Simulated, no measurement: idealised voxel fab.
Name of the process module below: voxel transistor to metal
For reference, the cross-section in this document is cut, with width 165 nm and square cells of 5 nm.
Notation: cross-section as square-cell grid; stated in bands, top first, going down; one or more cell rows per band.
Per band: top height and bottom height in nm, followed by the left-to-right materials and their widths in nm; "everywhere" marks a single material spanning edge to edge, "blank" marks empty space.
A quick word on heights: they are counted from 0, and under that level the wafer as it came to us is one material throughout. The lowest band is different from the rest in having no bottom; it simply continues downward, written as in "0 nm and below".
The two numbers in a width such as "30->40" mark its ends across the band: the first belongs to the top row of cells, the second to the bottom row, and from each row to the next the width moves by the same amount.
Basically "nothing different" means that step didn't change any cell in the cross-section.
Basically, "Closed empty spaces" tells you about the enclosed voids: empty spaces with no open way to the top, 8 cells or bigger, each written width x height at distance, where distance is from the left edge, all in nm.
Step line, after settings: the simulator's comment on this step.
"overlay nm" answers the question of how far to the right of plan the mask lay on a step that has a mask, and when it is negative the answer is to the left.
Pairs from here to the end. Each: cross-section before one process step, cross-section after it, the latter only as far down as the lowest band that changed. Under each: the step between, and its settings. Mind that the pairs may be taken from different runs of this module on the same starting wafer; whether a pair continues from the pair above depends on its entry headed "Incoming structure", and it does only where that entry says so.

## Incoming structure
70 nm to 55 nm  aC (35); blank (20); aC (55); blank (20); aC (35)
55 nm to 35 nm  lowk everywhere
35 nm to 30 nm  SiCN everywhere
30 nm to 20 nm  SiO2 (35); TiN (5); polySi (10); TiN (5); SiO2 (55); TiN (5); polySi (10); TiN (5); SiO2 (35)
20 nm to 15 nm  SiO2 (35); TiN (20); SiO2 (5); SiN (10); HfO2 (5); TiN (5); W (5); TiN (5); HfO2 (5); SiN (10); SiO2 (5); TiN (20); SiO2 (35)
15 nm to 5 nm  SiO2 (35); TiN (5); nSi (20); SiN (10); HfO2 (5); TiN (5); W (5); TiN (5); HfO2 (5); SiN (10); nSi (20); TiN (5); SiO2 (35)
5 nm to 0 nm  SiO2 (35); TiN (5); nSi (20); SiN (10); HfO2 (5); TiN (15); HfO2 (5); SiN (10); nSi (20); TiN (5); SiO2 (35)
0 nm to -5 nm  SiO2 (20); nSi (40); SiO2 (5); HfO2 (35); SiO2 (5); nSi (40); SiO2 (20)
-5 nm to -20 nm  SiO2 (25); nSi (35); Si (45); nSi (35); SiO2 (25)
-20 nm to -25 nm  SiO2 (25); Si (115); SiO2 (25)
-25 nm and below  Si everywhere
Closed empty spaces: none

## Sectional Result
70 nm to 55 nm  aC (35); blank (20); aC (55); blank (20); aC (35)
55 nm to 35 nm  lowk (35); blank (20); lowk (55); blank (20); lowk (35)
Everything below 35 is unchanged.
Closed empty spaces: none
Going from the before section above to the after section, the step was DIRECTIONAL_ETCH: etch materials lowk, depth nm 20

Incoming structure: check the pair just above; its after cross-section is our before state.

## Sectional Result
70 nm to 55 nm  aC (35); blank (20); aC (55); blank (20); aC (35)
55 nm to 35 nm  lowk (35); blank (20); lowk (55); blank (20); lowk (35)
35 nm to 30 nm  SiCN (35); blank (20); SiCN (55); blank (20); SiCN (35)
Everything below 30 is unchanged.
Closed empty spaces: none
Going from the before section above to the after section, the step was DIRECTIONAL_ETCH: etch materials SiCN, depth nm 5

Incoming structure: check the pair just above; its after cross-section is our before state.

## Sectional Result
55 nm to 35 nm  lowk (35); blank (20); lowk (55); blank (20); lowk (35)
Everything below 35 is unchanged.
Closed empty spaces: none
Going from the before section above to the after section, the step was STRIP: etch materials aC

Incoming structure: check the pair just above; its after cross-section is our before state.

## Sectional Result
60 nm to 55 nm  TiN (40); blank (10); TiN (65); blank (10); TiN (40)
55 nm to 35 nm  lowk (35); TiN (5); blank (10); TiN (5); lowk (55); TiN (5); blank (10); TiN (5); lowk (35)
35 nm to 30 nm  SiCN (35); TiN (20); SiCN (55); TiN (20); SiCN (35)
Everything below 30 is unchanged.
Closed empty spaces: none
Going from the before section above to the after section, the step was CONFORMAL_DEP: material TiN, thk nm 5

Incoming structure: check the pair just above; its after cross-section is our before state.

## Sectional Result
65 nm to 60 nm  Cu everywhere
60 nm to 55 nm  TiN (40); Cu (10); TiN (65); Cu (10); TiN (40)
55 nm to 35 nm  lowk (35); TiN (5); Cu (10); TiN (5); lowk (55); TiN (5); Cu (10); TiN (5); lowk (35)
Everything below 35 is unchanged.
Closed empty spaces: none
Going from the before section above to the after section, the step was FILL_DEP: material Cu, thk nm 5

Incoming structure: check the pair just above; its after cross-section is our before state.

## Sectional Result
55 nm to 35 nm  lowk (35); TiN (5); Cu (10); TiN (5); lowk (55); TiN (5); Cu (10); TiN (5); lowk (35)
Everything below 35 is unchanged.
Closed empty spaces: none
Going from the before section above to the after section, the step was CMP: height nm 55

Incoming structure: check the pair just above; its after cross-section is our before state.

## Sectional Result
60 nm to 55 nm  blank (30); Ru (30); blank (45); Ru (30); blank (30)
Everything below 55 is unchanged.
Closed empty spaces: none
Going from the before section above to the after section, the step was EPI: material Ru, thk nm 5

Incoming structure: check the pair just above; its after cross-section is our before state.

## Sectional Result
65 nm to 60 nm  SiCN everywhere
60 nm to 55 nm  SiCN (30); Ru (30); SiCN (45); Ru (30); SiCN (30)
Everything below 55 is unchanged.
Closed empty spaces: none
Going from the before section above to the after section, the step was FILL_DEP: material SiCN, thk nm 5

Incoming structure: check the pair just above; its after cross-section is our before state.

## Sectional Result
95 nm to 65 nm  lowk everywhere
Everything below 65 is unchanged.
Closed empty spaces: none
Going from the before section above to the after section, the step was DIRECTIONAL_DEP: material lowk, thk nm 30

Incoming structure: check the pair just above; its after cross-section is our before state.

## Sectional Result
95 nm to 80 nm  lowk (35); blank (20); lowk (55); blank (20); lowk (35)
Everything below 80 is unchanged.
Closed empty spaces: none
Going from the before section above to the after section, the step was MASKED_ETCH: tone open, mask id METAL_2, width nm 20, pitch nm 75, etch materials lowk, depth nm 15, overlay nm 0

Incoming structure: check the pair just above; its after cross-section is our before state.

## Sectional Result
95 nm to 80 nm  lowk (35); blank (20); lowk (55); blank (20); lowk (35)
80 nm to 65 nm  lowk (35); blank (15); lowk (60); blank (15); lowk (40)
Everything below 65 is unchanged.
Closed empty spaces: none
Going from the before section above to the after section, the step was MASKED_ETCH: tone open, mask id METAL_2_HOLES, width nm 15, pitch nm 75, etch materials lowk, depth nm 15, overlay nm 0

Incoming structure: check the pair just above; its after cross-section is our before state.

## Sectional Result
95 nm to 80 nm  lowk (35); blank (20); lowk (55); blank (20); lowk (35)
80 nm to 65 nm  lowk (35); blank (15); lowk (60); blank (15); lowk (40)
65 nm to 60 nm  SiCN (35); blank (15); SiCN (60); blank (15); SiCN (40)
Everything below 60 is unchanged.
Closed empty spaces: none
Going from the before section above to the after section, the step was MASKED_ETCH: tone open, mask id METAL_2_HOLES, width nm 15, pitch nm 75, etch materials SiCN, depth nm 5, overlay nm 0

Incoming structure: check the pair just above; its after cross-section is our before state.

## Sectional Result
100 nm to 95 nm  TiN (40); blank (10); TiN (65); blank (10); TiN (40)
95 nm to 85 nm  lowk (35); TiN (5); blank (10); TiN (5); lowk (55); TiN (5); blank (10); TiN (5); lowk (35)
85 nm to 80 nm  lowk (35); TiN (5); blank (5); TiN (10); lowk (55); TiN (5); blank (5); TiN (10); lowk (35)
80 nm to 65 nm  lowk (35); TiN (5); blank (5); TiN (5); lowk (60); TiN (5); blank (5); TiN (5); lowk (40)
65 nm to 60 nm  SiCN (35); TiN (15); SiCN (60); TiN (15); SiCN (40)
Everything below 60 is unchanged.
Closed empty spaces: none
Going from the before section above to the after section, the step was CONFORMAL_DEP: material TiN, thk nm 5

Incoming structure: check the pair just above; its after cross-section is our before state.

## Sectional Result
105 nm to 100 nm  Cu everywhere
100 nm to 95 nm  TiN (40); Cu (10); TiN (65); Cu (10); TiN (40)
95 nm to 85 nm  lowk (35); TiN (5); Cu (10); TiN (5); lowk (55); TiN (5); Cu (10); TiN (5); lowk (35)
85 nm to 80 nm  lowk (35); TiN (5); Cu (5); TiN (10); lowk (55); TiN (5); Cu (5); TiN (10); lowk (35)
80 nm to 65 nm  lowk (35); TiN (5); Cu (5); TiN (5); lowk (60); TiN (5); Cu (5); TiN (5); lowk (40)
Everything below 65 is unchanged.
Closed empty spaces: none
Going from the before section above to the after section, the step was FILL_DEP: material Cu, thk nm 5

Incoming structure: check the pair just above; its after cross-section is our before state.

## Sectional Result
95 nm to 85 nm  lowk (35); TiN (5); Cu (10); TiN (5); lowk (55); TiN (5); Cu (10); TiN (5); lowk (35)
Everything below 85 is unchanged.
Closed empty spaces: none
Going from the before section above to the after section, the step was CMP: height nm 95

Incoming structure: check the pair just above; its after cross-section is our before state.

## Sectional Result
100 nm to 95 nm  SiCN everywhere
Everything below 95 is unchanged.
Closed empty spaces: none
Going from the before section above to the after section, the step was CONFORMAL_DEP: material SiCN, thk nm 5

## Incoming structure
70 nm to 55 nm  aC everywhere
55 nm to 35 nm  lowk everywhere
35 nm to 30 nm  SiCN everywhere
30 nm to 20 nm  SiO2 (35); TiN (5); W (10); TiN (5); SiO2 (55); TiN (5); W (10); TiN (5); SiO2 (35)
20 nm to 15 nm  SiO2 (35); TiN (20); SiO2 (5); SiN (10); HfO2 (5); TiN (5); W (5); TiN (5); HfO2 (5); SiN (10); SiO2 (5); TiN (20); SiO2 (35)
15 nm to 5 nm  SiO2 (35); TiN (5); nSi (20); SiN (10); HfO2 (5); TiN (5); W (5); TiN (5); HfO2 (5); SiN (10); nSi (20); TiN (5); SiO2 (35)
5 nm to 0 nm  SiO2 (35); TiN (5); nSi (20); SiN (10); HfO2 (5); TiN (15); HfO2 (5); SiN (10); nSi (20); TiN (5); SiO2 (35)
0 nm to -5 nm  SiO2 (20); nSi (40); SiO2 (5); HfO2 (35); SiO2 (5); nSi (40); SiO2 (20)
-5 nm to -20 nm  SiO2 (25); nSi (35); Si (45); nSi (35); SiO2 (25)
-20 nm to -25 nm  SiO2 (25); Si (115); SiO2 (25)
-25 nm and below  Si everywhere
Closed empty spaces: none

## Sectional Result
100 nm to 70 nm  blank (35); resist (20); blank (55); resist (20); blank (35)
Everything below 70 is unchanged.
Closed empty spaces: none
Going from the before section above to the after section, the step was PATTERN: tone cover, mask id METAL_1, material resist, width nm 20, pitch nm 75, thk nm 30, overlay nm 0

Incoming structure: check the pair just above; its after cross-section is our before state.

## Sectional Result
85 nm to 70 nm  blank (35); resist (20); blank (55); resist (20); blank (35)
70 nm to 55 nm  blank (35); aC (20); blank (55); aC (20); blank (35)
Everything below 55 is unchanged.
Closed empty spaces: none
Going from the before section above to the after section, the step was DIRECTIONAL_ETCH: etch materials aC, depth nm 15

Incoming structure: check the pair just above; its after cross-section is our before state.

## Sectional Result
70 nm to 55 nm  blank (35); aC (20); blank (55); aC (20); blank (35)
Everything below 55 is unchanged.
Closed empty spaces: none
Going from the before section above to the after section, the step was STRIP: etch materials resist

Incoming structure: check the pair just above; its after cross-section is our before state.

## Sectional Result
70 nm to 55 nm  blank (35); aC (20); blank (55); aC (20); blank (35)
55 nm to 35 nm  blank (35); lowk (20); blank (55); lowk (20); blank (35)
Everything below 35 is unchanged.
Closed empty spaces: none
Going from the before section above to the after section, the step was DIRECTIONAL_ETCH: etch materials lowk, depth nm 20

Incoming structure: check the pair just above; its after cross-section is our before state.

## Sectional Result
70 nm to 55 nm  blank (35); aC (20); blank (55); aC (20); blank (35)
55 nm to 35 nm  blank (35); lowk (20); blank (55); lowk (20); blank (35)
35 nm to 30 nm  blank (35); SiCN (20); blank (55); SiCN (20); blank (35)
Everything below 30 is unchanged.
Closed empty spaces: none
Going from the before section above to the after section, the step was DIRECTIONAL_ETCH: etch materials SiCN, depth nm 5

Incoming structure: check the pair just above; its after cross-section is our before state.

## Sectional Result
55 nm to 35 nm  blank (35); lowk (20); blank (55); lowk (20); blank (35)
Everything below 35 is unchanged.
Closed empty spaces: none
Going from the before section above to the after section, the step was STRIP: etch materials aC

Incoming structure: check the pair just above; its after cross-section is our before state.

## Sectional Result
60 nm to 55 nm  blank (30); TiN (30); blank (45); TiN (30); blank (30)
55 nm to 35 nm  blank (30); TiN (5); lowk (20); TiN (5); blank (45); TiN (5); lowk (20); TiN (5); blank (30)
35 nm to 30 nm  TiN (35); SiCN (20); TiN (55); SiCN (20); TiN (35)
Everything below 30 is unchanged.
Closed empty spaces: none
Going from the before section above to the after section, the step was CONFORMAL_DEP: material TiN, thk nm 5

Incoming structure: check the pair just above; its after cross-section is our before state.

## Sectional Result
65 nm to 60 nm  Cu everywhere
60 nm to 55 nm  Cu (30); TiN (30); Cu (45); TiN (30); Cu (30)
55 nm to 35 nm  Cu (30); TiN (5); lowk (20); TiN (5); Cu (45); TiN (5); lowk (20); TiN (5); Cu (30)
Everything below 35 is unchanged.
Closed empty spaces: none
Going from the before section above to the after section, the step was FILL_DEP: material Cu, thk nm 5

Incoming structure: check the pair just above; its after cross-section is our before state.

## Sectional Result
55 nm to 35 nm  Cu (30); TiN (5); lowk (20); TiN (5); Cu (45); TiN (5); lowk (20); TiN (5); Cu (30)
Everything below 35 is unchanged.
Closed empty spaces: none
Going from the before section above to the after section, the step was CMP: height nm 55

Incoming structure: check the pair just above; its after cross-section is our before state.

## Sectional Result
60 nm to 55 nm  Ru (40); blank (10); Ru (65); blank (10); Ru (40)
Everything below 55 is unchanged.
Closed empty spaces: none
Going from the before section above to the after section, the step was EPI: material Ru, thk nm 5

Incoming structure: check the pair just above; its after cross-section is our before state.

## Sectional Result
65 nm to 60 nm  SiCN everywhere
60 nm to 55 nm  Ru (40); SiCN (10); Ru (65); SiCN (10); Ru (40)
Everything below 55 is unchanged.
Closed empty spaces: none
Going from the before section above to the after section, the step was FILL_DEP: material SiCN, thk nm 5

Incoming structure: check the pair just above; its after cross-section is our before state.

## Sectional Result
95 nm to 65 nm  lowk everywhere
Everything below 65 is unchanged.
Closed empty spaces: none
Going from the before section above to the after section, the step was DIRECTIONAL_DEP: material lowk, thk nm 30

Incoming structure: check the pair just above; its after cross-section is our before state.

## Sectional Result
95 nm to 80 nm  lowk (35); blank (20); lowk (55); blank (20); lowk (35)
Everything below 80 is unchanged.
Closed empty spaces: none
Going from the before section above to the after section, the step was MASKED_ETCH: tone open, mask id METAL_2, width nm 20, pitch nm 75, etch materials lowk, depth nm 15, overlay nm 0

Incoming structure: check the pair just above; its after cross-section is our before state.

## Sectional Result
95 nm to 80 nm  lowk (35); blank (20); lowk (55); blank (20); lowk (35)
80 nm to 65 nm  lowk (35); blank (15); lowk (60); blank (15); lowk (40)
Everything below 65 is unchanged.
Closed empty spaces: none
Going from the before section above to the after section, the step was MASKED_ETCH: tone open, mask id METAL_2_HOLES, width nm 15, pitch nm 75, etch materials lowk, depth nm 15, overlay nm 0

Incoming structure: check the pair just above; its after cross-section is our before state.

## Sectional Result
95 nm to 80 nm  lowk (35); blank (20); lowk (55); blank (20); lowk (35)
80 nm to 65 nm  lowk (35); blank (15); lowk (60); blank (15); lowk (40)
65 nm to 60 nm  SiCN (35); blank (15); SiCN (60); blank (15); SiCN (40)
Everything below 60 is unchanged.
Closed empty spaces: none
Going from the before section above to the after section, the step was MASKED_ETCH: tone open, mask id METAL_2_HOLES, width nm 15, pitch nm 75, etch materials SiCN, depth nm 5, overlay nm 0

Incoming structure: check the pair just above; its after cross-section is our before state.

## Sectional Result
100 nm to 95 nm  TiN (40); blank (10); TiN (65); blank (10); TiN (40)
95 nm to 85 nm  lowk (35); TiN (5); blank (10); TiN (5); lowk (55); TiN (5); blank (10); TiN (5); lowk (35)
85 nm to 80 nm  lowk (35); TiN (5); blank (5); TiN (10); lowk (55); TiN (5); blank (5); TiN (10); lowk (35)
80 nm to 65 nm  lowk (35); TiN (5); blank (5); TiN (5); lowk (60); TiN (5); blank (5); TiN (5); lowk (40)
65 nm to 60 nm  SiCN (35); TiN (15); SiCN (60); TiN (15); SiCN (40)
Everything below 60 is unchanged.
Closed empty spaces: none
Going from the before section above to the after section, the step was CONFORMAL_DEP: material TiN, thk nm 5

Incoming structure: check the pair just above; its after cross-section is our before state.

## Sectional Result
105 nm to 100 nm  Cu everywhere
100 nm to 95 nm  TiN (40); Cu (10); TiN (65); Cu (10); TiN (40)
95 nm to 85 nm  lowk (35); TiN (5); Cu (10); TiN (5); lowk (55); TiN (5); Cu (10); TiN (5); lowk (35)
85 nm to 80 nm  lowk (35); TiN (5); Cu (5); TiN (10); lowk (55); TiN (5); Cu (5); TiN (10); lowk (35)
80 nm to 65 nm  lowk (35); TiN (5); Cu (5); TiN (5); lowk (60); TiN (5); Cu (5); TiN (5); lowk (40)
Everything below 65 is unchanged.
Closed empty spaces: none
Going from the before section above to the after section, the step was FILL_DEP: material Cu, thk nm 5

Incoming structure: check the pair just above; its after cross-section is our before state.

## Sectional Result
95 nm to 85 nm  lowk (35); TiN (5); Cu (10); TiN (5); lowk (55); TiN (5); Cu (10); TiN (5); lowk (35)
Everything below 85 is unchanged.
Closed empty spaces: none
Going from the before section above to the after section, the step was CMP: height nm 95

Incoming structure: check the pair just above; its after cross-section is our before state.

## Sectional Result
100 nm to 95 nm  SiCN everywhere
Everything below 95 is unchanged.
Closed empty spaces: none
Going from the before section above to the after section, the step was CONFORMAL_DEP: material SiCN, thk nm 5
